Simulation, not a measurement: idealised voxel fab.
The following is a process module called voxel ribs on slabs.
Square cell edge 5 nm, section width 250 nm, ID cut.
The cross-sections in this document take the form of a grid made of square cells. They are written out as bands, in order from top to bottom. Each band consists of one or more rows of cells. Quick guide to a band line: top height, bottom height (nm) up front; then every material left to right with its width in nm. Only one material and it's marked "edge to edge"? Then it fills the band edge to edge. And "air" just means empty space. Note: height 0 marks the level under which the wafer is uniformly one material as received. Lowest band unbounded below, written "0 -> down". A width given as "30..40" starts at the first number in the band's top row and ends at the second number in its bottom row, shifting by an equal amount at every step from row to row. You'll sometimes find "no alterations made" written for a step, and that's the way of saying that nowhere in the cross-section did a cell change during that step. "Unvented cavities" specifies each empty space that is not open to the top and that occupies no fewer than 8 cells, using the form width x height at distance, the distance measured from the left edge and all three quantities in nm. On a step's line, text after the settings is the simulator commenting on that step. overlay nm: where the mask lay relative to plan, measured to the right, on steps with a mask; negatives go left.
[List of planned process steps]
step 1: op RECEIVE | material Si
step 2: op DIRECTIONAL_DEP | material SiO2 | thk nm 30
step 3: op DIRECTIONAL_DEP | material SiN | thk nm 15
step 4: op PATTERN | tone cover | mask id RIB | material resist | width nm 25 | thk nm 15 | overlay nm 0
step 5: op DIRECTIONAL_ETCH | etch materials SiN | depth nm 5
step 6: op STRIP | etch materials resist
step 7: op MASKED_ETCH | tone cover | mask id SLAB | width nm 55 | etch materials SiN | depth nm 10 | overlay nm 0
step 8: op FILL_DEP | material SiO2 | thk nm 20
step 9: op CMP | height nm 60
step 10: op DIRECTIONAL_DEP | material W | thk nm 5
step 11: op MASKED_ETCH | tone cover | mask id HEATER | width nm 35 | etch materials W | depth nm 5 | overlay nm 0
step 12: op CONFORMAL_DEP | material SiN | thk nm 10
[Cross-section of the wafer upon arrival, representing the state reached after step 1]
    0 -> down = Si edge to edge
    Unvented cavities: none
[Module complete - cross-section of the first of two wafers, run according to plan]
    75 -> 70 = air: 95 / SiN: 55 / air: 100
    70 -> 65 = SiN edge to edge
    65 -> 60 = SiN: 105 / W: 35 / SiN: 110
    60 -> 45 = SiO2 edge to edge
    45 -> 40 = SiO2: 110 / SiN: 25 / SiO2: 115
    40 -> 30 = SiO2: 95 / SiN: 55 / SiO2: 100
    30 -> 0 = SiO2 edge to edge
    0 -> down = Si edge to edge
    Unvented cavities: none
[So this is wafer number two of the two, cut at the end of the module - it started where the first did and had the same plan, we just got one thing wrong running it]
    75 -> 70 = air: 95 / SiN: 55 / air: 100
    70 -> 65 = SiN edge to edge
    65 -> 60 = SiN: 105 / W: 35 / SiN: 110
    60 -> 55 = SiO2: 110 / SiN: 25 / SiO2: 115
    55 -> 45 = SiO2: 95 / SiN: 55 / SiO2: 100
    45 -> 30 = SiN edge to edge
    30 -> 0 = SiO2 edge to edge
    0 -> down = Si edge to edge
    Unvented cavities: none
Run error: it should be noted that step 3 of the plan was executed twice
Once processing is complete, comparing cell counts shows that the second wafer has more or fewer of certain materials than the first: SiN +150 | SiO2 -150
